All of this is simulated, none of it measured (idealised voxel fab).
Herein follows the process module entitled voxel gate over fins.
Section cut is 225 nm wide and gridded with 5 nm square cells.
If you're reading a cross-section in this doc, picture square cells in a grid; it comes to you as bands, top ones listed first down to the bottom, and a band can be one or more rows of cells.
What a band's entry tells you: where the top is and where the bottom is, as heights in nm, and after that what lies inside, material by material from left to right, each with its width in nm. Empty space is written as the word "empty", and a single material marked with the word "all across" occupies the band from edge to edge.
Heights are expressed relative to 0, this being the level below which the as-received wafer comprises one material exclusively. The lowest band is unbounded in the downward direction and is denoted as in "from 0 down".
Think of "30->40" as a width that walks from the first number to the second as you go down the band, top row to bottom row, taking equal-sized steps from row to row.
When a step is marked "nothing different", none of the cells in the cross-section changed during that step.
Closed empty spaces (no open way to the top) of 8 cells or more are what "Closed void table" lists, each as width x height at distance from the left edge, nm for all three.
Step line, after settings: the simulator's comment on this step.
Steps that use a mask can have "overlay nm" on their line. It says how far the mask sat to the right of where it was meant to be. Negative means to the left.

The following list gives the planned process steps
step 1: RECEIVE,material Si
step 2: CONFORMAL_DEP,material SiN,thk nm 10
step 3: DIRECTIONAL_DEP,material aC,thk nm 15
step 4: PATTERN,tone cover,mask id FINS,material resist,width nm 15,pitch nm 35,thk nm 30,overlay nm 0
step 5: DIRECTIONAL_ETCH,etch materials aC,depth nm 15
step 6: STRIP,etch materials resist
step 7: DIRECTIONAL_ETCH,etch materials SiN,depth nm 10
step 8: DIRECTIONAL_ETCH,etch materials Si,depth nm 40
step 9: STRIP,etch materials aC
step 10: OXIDIZE,depth nm 5
step 11: FILL_DEP,material SiO2,thk nm 10
step 12: CMP,height nm 10
step 13: SELECTIVE_ETCH,etch materials SiO2,depth nm 10
step 14: STRIP,etch materials SiN
step 15: CONFORMAL_DEP,material HfO2,thk nm 5
step 16: CONFORMAL_DEP,material TiN,thk nm 5
step 17: CONFORMAL_DEP,material TiAl,thk nm 5
step 18: CONFORMAL_DEP,material TiN,thk nm 5
step 19: FILL_DEP,material W,thk nm 10
step 20: CMP,height nm 25
step 21: CONFORMAL_DEP,material SiN,thk nm 10
Every wafer here starts from the same state; it is the step 13 depth nm that distinguishes them, and the value the plan gives belongs to the first wafer.

Cross-section of the first of several wafers on receipt, reflecting completion of step 1
from 0 down: Si all across
Closed void table: none

For your reference, the table is organized with a row per wafer; each row reflects the wafer at the end of the module, indicating for each material the cells gained (+) or lost (-) since receipt, and thereafter its closed voids
depth nm 10; +45 HfO2; -369 Si; +90 SiN; +369 SiO2; +45 TiAl; +90 TiN; +45 W; Closed void table: none
depth nm 15; +53 HfO2; -369 Si; +90 SiN; +328 SiO2; +53 TiAl; +100 TiN; +60 W; Closed void table: none
depth nm 20; +61 HfO2; -369 Si; +90 SiN; +287 SiO2; +61 TiAl; +110 TiN; +75 W; Closed void table: none
depth nm 25; +69 HfO2; -369 Si; +90 SiN; +246 SiO2; +69 TiAl; +120 TiN; +90 W; Closed void table: none
depth nm 30; +77 HfO2; -369 Si; +90 SiN; +205 SiO2; +77 TiAl; +130 TiN; +105 W; Closed void table: none
depth nm 35; +85 HfO2; -369 Si; +90 SiN; +164 SiO2; +85 TiAl; +140 TiN; +120 W; Closed void table: none
